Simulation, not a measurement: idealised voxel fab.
Module name: voxel self aligned vias (process module)
Cross-section cut: width 245 nm, square cells of 5 nm.
Cross-section layout: square cells on a grid; listed as bands, top to bottom; a band spans one or more cell rows.
Top, bottom (nm), then materials left to right with widths (nm); lone material tagged "throughout" fills the whole band edge to edge; "air" = empty space.
It should be noted that heights are counted from 0, beneath which the wafer as supplied is of one material throughout, and that the lowest band possesses no lower boundary but continues downward, as written in "0..down".
Graded width ("30 to 40"): value in top row of band = first number; value in bottom row = second number; row-to-row change constant.
Where a step carries "nothing changed", the cross-section came out of it unchanged, cell for cell.
Each empty space that has no open way to the top and spans at least 8 cells appears under "Closed internal cavities" as width x height at distance, the distance counted from the left edge, all in nm.
On a step's line, text after the settings is the simulator commenting on that step.
What "overlay nm" on a step's line means: if the step has a mask, that mask lay this far to the right of its planned place, or, when the value is negative, to the left.

Process steps (planned):
1. RECEIVE, material Si
2. CONFORMAL_DEP, material SiO2, thk nm 15
3. CONFORMAL_DEP, material SiCN, thk nm 5
4. DIRECTIONAL_DEP, material lowk, thk nm 20
5. DIRECTIONAL_DEP, material aC, thk nm 10
6. PATTERN, tone open, mask id LINES, material resist, width nm 30, pitch nm 70, thk nm 30, overlay nm 0
7. DIRECTIONAL_ETCH, etch materials aC, depth nm 10
8. STRIP, etch materials resist
9. DIRECTIONAL_ETCH, etch materials lowk, depth nm 20
10. STRIP, etch materials aC
11. CONFORMAL_DEP, material TiN, thk nm 5
12. FILL_DEP, material W, thk nm 10
13. CMP, height nm 40
14. SELECTIVE_ETCH, etch materials W Ru TiN, depth nm 10
15. FILL_DEP, material SiN, thk nm 10
16. CMP, height nm 40
17. DIRECTIONAL_DEP, material lowk, thk nm 20
18. PATTERN, tone open, mask id VIAS, material resist, width nm 40, pitch nm 70, thk nm 15, overlay nm 0
19. DIRECTIONAL_ETCH, etch materials lowk, depth nm 20
20. DIRECTIONAL_ETCH, etch materials SiN, depth nm 10
21. STRIP, etch materials resist
22. CONFORMAL_DEP, material TiN, thk nm 5
23. FILL_DEP, material Ru, thk nm 10
24. CMP, height nm 60
25. CONFORMAL_DEP, material SiCN, thk nm 5

Incoming wafer in cross-section (state: after step 1):
    0..down = Si throughout
    Closed internal cavities: none

Post-module cross-section of the first of two wafers (run per plan):
    65..60 = SiCN throughout
    60..45 = 30 lowk | 5 TiN | 30 Ru | 5 TiN | 30 lowk | 5 TiN | 30 Ru | 5 TiN | 30 lowk | 5 TiN | 30 Ru | 5 TiN | 35 lowk
    45..35 = 30 to 35 lowk | 10 to 5 TiN | 20 Ru | 10 to 5 TiN | 30 to 40 lowk | 10 to 5 TiN | 20 Ru | 10 to 5 TiN | 30 to 40 lowk | 10 to 5 TiN | 20 Ru | 10 to 5 TiN | 35 to 40 lowk
    35..30 = 35 lowk | 30 TiN | 40 lowk | 30 TiN | 40 lowk | 30 TiN | 40 lowk
    30..25 = 35 lowk | 5 TiN | 20 W | 5 TiN | 40 lowk | 5 TiN | 20 W | 5 TiN | 40 lowk | 5 TiN | 20 W | 5 TiN | 40 lowk
    25..20 = 35 lowk | 30 TiN | 40 lowk | 30 TiN | 40 lowk | 30 TiN | 40 lowk
    20..15 = SiCN throughout
    15..0 = SiO2 throughout
    0..down = Si throughout
    Closed internal cavities: none

Cross-sectional view of the second of two wafers upon completion of the module. This wafer shared its starting condition and process plan with the first; one error was made during its execution:
    65..60 = SiCN throughout
    60..45 = 30 lowk | 5 TiN | 30 Ru | 5 TiN | 30 lowk | 5 TiN | 30 Ru | 5 TiN | 30 lowk | 5 TiN | 30 Ru | 5 TiN | 35 lowk
    45..35 = 30 to 35 lowk | 10 to 5 TiN | 20 Ru | 10 to 5 TiN | 30 to 40 lowk | 10 to 5 TiN | 20 Ru | 10 to 5 TiN | 30 to 40 lowk | 10 to 5 TiN | 20 Ru | 10 to 5 TiN | 35 to 40 lowk
    35..30 = 35 lowk | 30 TiN | 40 lowk | 30 TiN | 40 lowk | 30 TiN | 40 lowk
    30..25 = 35 lowk | 5 TiN | 20 W | 5 TiN | 40 lowk | 5 TiN | 20 W | 5 TiN | 40 lowk | 5 TiN | 20 W | 5 TiN | 40 lowk
    25..20 = 35 lowk | 30 TiN | 40 lowk | 30 TiN | 40 lowk | 30 TiN | 40 lowk
    20..5 = SiO2 throughout
    5..0 = SiCN throughout
    0..down = Si throughout
    Closed internal cavities: none
It is concluded that the wafer was processed incorrectly with respect to the plan, in that the intended sequence of steps 2 and 3 was reversed during processing, with each occupying the position of the other
Both wafers, final: cells per material equal; arrangement not.
